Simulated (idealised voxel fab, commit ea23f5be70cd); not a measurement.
process module | voxel spacer lines
cross-section cut | 265 nm wide | cells 5 nm
A cross-section is a grid of square cells, given in bands from the top down. A band is one or more rows of cells.
Each band's line starts with the height of the band's top and of its bottom, in nm. Then come its materials from left to right, each with its width in nm. One material with "throughout" fills the band from edge to edge. "air" is empty space.
Height 0 is the level under which the wafer as received is all one material. The lowest band goes on downwards, as in "0 down".
A width such as "30 to 40" changes by the same amount from each row of cells to the next, from the band's top row to its bottom row.
"no change" after a step means that no cell of the cross-section changed.
closed voids: empty space of 8 cells or more with no open way to the top, each as width x height at its distance from the left edge, in nm
after a step's settings: what the simulator itself notes on the step
overlay nm, on a step with a mask: how far to the right of its planned place the mask lay; to the left if negative
plan
1 op RECEIVE | material Si
2 op CONFORMAL_DEP | material Al2O3 | thk nm 10
3 op DIRECTIONAL_DEP | material W | thk nm 10
4 op DIRECTIONAL_DEP | material polySi | thk nm 25
5 op PATTERN | tone cover | mask id MANDREL | material resist | width nm 15 | pitch nm 70 | thk nm 30 | overlay nm 0
6 op DIRECTIONAL_ETCH | etch materials polySi | depth nm 25
7 op STRIP | etch materials resist
8 op CONFORMAL_DEP | material SiO2 | thk nm 15
9 op DIRECTIONAL_ETCH | etch materials SiO2 | depth nm 15
10 op STRIP | etch materials polySi
11 op DIRECTIONAL_ETCH | etch materials W | depth nm 10
12 op STRIP | etch materials SiO2
varied across the wafers: width nm of step 5. The plan shows the first wafer's value. All wafers start alike
first wafer as received, after step 1
  0 down: Si throughout
  closed voids: none
each wafer at the end: cells of each material gained (+) or lost (-) since it was received, then its closed voids
width nm 15 | +106 Al2O3 | +24 W | closed voids: none
width nm 20 | +106 Al2O3 | +24 W | closed voids: none
width nm 25 | +106 Al2O3 | +24 W | closed voids: none
width nm 30 | +106 Al2O3 | +24 W | closed voids: none
width nm 35 | +106 Al2O3 | +24 W | closed voids: none
